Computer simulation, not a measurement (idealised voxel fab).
process module | voxel tone inversion
cross-section cut | 230 nm wide | cells 5 nm
A cross-section is a grid of square cells, given in bands from the top down. A band is one or more rows of cells.
Each band's line starts with the height of the band's top and of its bottom, in nm. Then come its materials from left to right, each with its width in nm. One material with "throughout" fills the band from edge to edge. "air" is empty space.
Height 0 is the level under which the wafer as received is all one material. The lowest band goes on downwards, as in "0 down".
A width such as "30 to 40" changes by the same amount from each row of cells to the next, from the band's top row to its bottom row.
"no change" after a step means that no cell of the cross-section changed.
closed voids: empty space of 8 cells or more with no open way to the top, each as width x height at its distance from the left edge, in nm
after a step's settings: what the simulator itself notes on the step
overlay nm, on a step with a mask: how far to the right of its planned place the mask lay; to the left if negative
plan
1 op RECEIVE | material Si
2 op CONFORMAL_DEP | material SiCN | thk nm 10
3 op DIRECTIONAL_DEP | material polySi | thk nm 20
4 op PATTERN | tone cover | mask id POSTS | material resist | width nm 15 | pitch nm 40 | thk nm 30 | overlay nm 0
5 op DIRECTIONAL_ETCH | etch materials polySi | depth nm 20
6 op STRIP | etch materials resist
7 op FILL_DEP | material lowk | thk nm 10
8 op CMP | height nm 30
9 op STRIP | etch materials polySi
10 op CONFORMAL_DEP | material TiN | thk nm 5
11 op FILL_DEP | material Ru | thk nm 10
12 op CMP | height nm 30
13 op CONFORMAL_DEP | material SiN | thk nm 5
first wafer, as planned
as received, after step 1
  0 down: Si throughout
  closed voids: none
after step 2
  10 to 0: SiCN throughout
  below 0: unchanged
after step 3
  30 to 10: polySi throughout
  below 10: unchanged
after step 4
  60 to 30: air 65 | resist 15 | air 25 | resist 15 | air 25 | resist 15 | air 70
  below 30: unchanged
after step 5
  60 to 30: air 65 | resist 15 | air 25 | resist 15 | air 25 | resist 15 | air 70
  30 to 10: air 65 | polySi 15 | air 25 | polySi 15 | air 25 | polySi 15 | air 70
  below 10: unchanged
after step 6
  30 to 10: air 65 | polySi 15 | air 25 | polySi 15 | air 25 | polySi 15 | air 70
  below 10: unchanged
after step 7
  40 to 30: lowk throughout
  30 to 10: lowk 65 | polySi 15 | lowk 25 | polySi 15 | lowk 25 | polySi 15 | lowk 70
  below 10: unchanged
after step 8
  30 to 10: lowk 65 | polySi 15 | lowk 25 | polySi 15 | lowk 25 | polySi 15 | lowk 70
  below 10: unchanged
after step 9
  30 to 10: lowk 65 | air 15 | lowk 25 | air 15 | lowk 25 | air 15 | lowk 70
  below 10: unchanged
after step 10
  35 to 30: TiN 70 | air 5 | TiN 35 | air 5 | TiN 35 | air 5 | TiN 75
  30 to 15: lowk 65 | TiN 5 | air 5 | TiN 5 | lowk 25 | TiN 5 | air 5 | TiN 5 | lowk 25 | TiN 5 | air 5 | TiN 5 | lowk 70
  15 to 10: lowk 65 | TiN 15 | lowk 25 | TiN 15 | lowk 25 | TiN 15 | lowk 70
  below 10: unchanged
after step 11
  45 to 35: Ru throughout
  35 to 30: TiN 70 | Ru 5 | TiN 35 | Ru 5 | TiN 35 | Ru 5 | TiN 75
  30 to 15: lowk 65 | TiN 5 | Ru 5 | TiN 5 | lowk 25 | TiN 5 | Ru 5 | TiN 5 | lowk 25 | TiN 5 | Ru 5 | TiN 5 | lowk 70
  below 15: unchanged
after step 12
  30 to 15: lowk 65 | TiN 5 | Ru 5 | TiN 5 | lowk 25 | TiN 5 | Ru 5 | TiN 5 | lowk 25 | TiN 5 | Ru 5 | TiN 5 | lowk 70
  below 15: unchanged
after step 13
  35 to 30: SiN throughout
  below 30: unchanged
second wafer: like start, like plan, one mistake. Through step 11 it matches the first wafer
when step 12 should have ended: no change
when step 13 should have ended
  50 to 45: SiN throughout
  below 45: unchanged
what went wrong: step 12 was left out
at the end the second wafer has, in cells: 95 more of Ru | 43 more of TiN
